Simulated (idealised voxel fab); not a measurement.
Documented hereafter: the process module known as voxel spacer lines.
It is cross-section cut that appears here, measuring 175 nm in width, its square cells being 5 nm in size.
We lay out every cross-section as a grid of square cells and spell it out in bands from the top down, where one band means one or more rows of cells.
Read a band's entry like this: the first values are the height of its top and the height of its bottom in nm, and what follows is the sequence of materials from left to right, each with its width in nm. Note that "empty" is empty space, and that a single material marked "edge to edge" reaches across the band from edge to edge.
Note: height 0 marks the level under which the wafer is uniformly one material as received. Lowest band unbounded below, written "0 down".
With a width like "30..40", each row of cells in the band differs from the next by the same amount, the top row carrying the first number and the bottom row the second.
For the purposes of this document, the phrase "identical to before" attached to a step denotes that no cell within the cross-section was modified by that step.
"Completely sealed voids" means: voids of 8 cells or more that are shut off from the top with no open way through. Written width x height at distance, distance from the left edge, in nm.
What comes after the settings on a step's line is commentary from the simulator itself on that step.
overlay nm: where the mask lay relative to plan, measured to the right, on steps with a mask; negatives go left.
Here's what the planned process steps look like:
1 RECEIVE [material Si]
2 CONFORMAL_DEP [material Al2O3] [thk nm 5]
3 DIRECTIONAL_DEP [material TiN] [thk nm 20]
4 DIRECTIONAL_DEP [material aC] [thk nm 30]
5 PATTERN [tone cover] [mask id MANDREL] [material resist] [width nm 20] [pitch nm 60] [thk nm 40] [overlay nm 0]
6 DIRECTIONAL_ETCH [etch materials aC] [depth nm 30]
7 STRIP [etch materials resist]
8 CONFORMAL_DEP [material SiO2] [thk nm 10]
9 DIRECTIONAL_ETCH [etch materials SiO2] [depth nm 10]
10 STRIP [etch materials aC]
11 DIRECTIONAL_ETCH [etch materials TiN] [depth nm 20]
12 STRIP [etch materials SiO2]
First of two wafers, processed according to plan:
Cross-section: wafer on arrival = after step 1:
* 0 down  Si edge to edge
* Completely sealed voids: none
Sectional view: wafer, after step 2:
* 5 to 0  Al2O3 edge to edge
* Below 0 it's all the same as before, nothing changed down there.
Sectional view: wafer, after step 3:
* 25 to 5  TiN edge to edge
* Below 5 it's all the same as before, nothing changed down there.
Sectional view: wafer, after step 4:
* 55 to 25  aC edge to edge
* Below 25 it's all the same as before, nothing changed down there.
Sectional view: wafer, after step 5:
* 95 to 55  empty 15  resist 20  empty 40  resist 20  empty 40  resist 20  empty 20
* Below 55 it's all the same as before, nothing changed down there.
Sectional view: wafer, after step 6:
* 65 to 55  empty 15  resist 20  empty 40  resist 20  empty 40  resist 20  empty 20
* 55 to 25  empty 15  aC 20  empty 40  aC 20  empty 40  aC 20  empty 20
* Below 25 it's all the same as before, nothing changed down there.
Sectional view: wafer, after step 7:
* 55 to 25  empty 15  aC 20  empty 40  aC 20  empty 40  aC 20  empty 20
* Below 25 it's all the same as before, nothing changed down there.
Sectional view: wafer, after step 8:
* 65 to 55  empty 5  SiO2 40  empty 20  SiO2 40  empty 20  SiO2 40  empty 10
* 55 to 35  empty 5  SiO2 10  aC 20  SiO2 10  empty 20  SiO2 10  aC 20  SiO2 10  empty 20  SiO2 10  aC 20  SiO2 10  empty 10
* 35 to 25  SiO2 15  aC 20  SiO2 40  aC 20  SiO2 40  aC 20  SiO2 20
* Below 25 it's all the same as before, nothing changed down there.
Sectional view: wafer, after step 9:
* 55 to 25  empty 5  SiO2 10  aC 20  SiO2 10  empty 20  SiO2 10  aC 20  SiO2 10  empty 20  SiO2 10  aC 20  SiO2 10  empty 10
* Below 25 it's all the same as before, nothing changed down there.
Sectional view: wafer, after step 10:
* 55 to 25  empty 5  SiO2 10  empty 20  SiO2 10  empty 20  SiO2 10  empty 20  SiO2 10  empty 20  SiO2 10  empty 20  SiO2 10  empty 10
* Below 25 it's all the same as before, nothing changed down there.
Sectional view: wafer, after step 11:
* 55 to 25  empty 5  SiO2 10  empty 20  SiO2 10  empty 20  SiO2 10  empty 20  SiO2 10  empty 20  SiO2 10  empty 20  SiO2 10  empty 10
* 25 to 5  empty 5  TiN 10  empty 20  TiN 10  empty 20  TiN 10  empty 20  TiN 10  empty 20  TiN 10  empty 20  TiN 10  empty 10
* Below 5 it's all the same as before, nothing changed down there.
Sectional view: wafer, after step 12:
* 25 to 5  empty 5  TiN 10  empty 20  TiN 10  empty 20  TiN 10  empty 20  TiN 10  empty 20  TiN 10  empty 20  TiN 10  empty 10
* Below 5 it's all the same as before, nothing changed down there.
Wafer two. Same start, same plan, one slip in execution. Same as wafer one through step 1, inclusive:
What the second wafer looks like in cross-section when step 2 should have wrapped up:
* 20 to 0  TiN edge to edge
* Below 0 it's all the same as before, nothing changed down there.
What the second wafer looks like in cross-section when step 3 should have wrapped up:
* 25 to 20  Al2O3 edge to edge
* Below 20 it's all the same as before, nothing changed down there.
What the second wafer looks like in cross-section when step 4 should have wrapped up:
* 55 to 25  aC edge to edge
* Below 25 it's all the same as before, nothing changed down there.
What the second wafer looks like in cross-section when step 5 should have wrapped up:
* 95 to 55  empty 15  resist 20  empty 40  resist 20  empty 40  resist 20  empty 20
* Below 55 it's all the same as before, nothing changed down there.
What the second wafer looks like in cross-section when step 6 should have wrapped up:
* 65 to 55  empty 15  resist 20  empty 40  resist 20  empty 40  resist 20  empty 20
* 55 to 25  empty 15  aC 20  empty 40  aC 20  empty 40  aC 20  empty 20
* Below 25 it's all the same as before, nothing changed down there.
What the second wafer looks like in cross-section when step 7 should have wrapped up:
* 55 to 25  empty 15  aC 20  empty 40  aC 20  empty 40  aC 20  empty 20
* Below 25 it's all the same as before, nothing changed down there.
What the second wafer looks like in cross-section when step 8 should have wrapped up:
* 65 to 55  empty 5  SiO2 40  empty 20  SiO2 40  empty 20  SiO2 40  empty 10
* 55 to 35  empty 5  SiO2 10  aC 20  SiO2 10  empty 20  SiO2 10  aC 20  SiO2 10  empty 20  SiO2 10  aC 20  SiO2 10  empty 10
* 35 to 25  SiO2 15  aC 20  SiO2 40  aC 20  SiO2 40  aC 20  SiO2 20
* Below 25 it's all the same as before, nothing changed down there.
What the second wafer looks like in cross-section when step 9 should have wrapped up:
* 55 to 25  empty 5  SiO2 10  aC 20  SiO2 10  empty 20  SiO2 10  aC 20  SiO2 10  empty 20  SiO2 10  aC 20  SiO2 10  empty 10
* Below 25 it's all the same as before, nothing changed down there.
What the second wafer looks like in cross-section when step 10 should have wrapped up:
* 55 to 25  empty 5  SiO2 10  empty 20  SiO2 10  empty 20  SiO2 10  empty 20  SiO2 10  empty 20  SiO2 10  empty 20  SiO2 10  empty 10
* Below 25 it's all the same as before, nothing changed down there.
What the second wafer looks like in cross-section when step 11 should have wrapped up: identical to before
What the second wafer looks like in cross-section when step 12 should have wrapped up:
* 25 to 20  Al2O3 edge to edge
* Below 20 it's all the same as before, nothing changed down there.
Heads up, the wafer didn't run the way we planned it: order of steps 2 and 3 inverted relative to the plan
Upon completion, the second wafer contains, in terms of cells, a greater or smaller amount of certain materials than the first wafer: +92 TiN
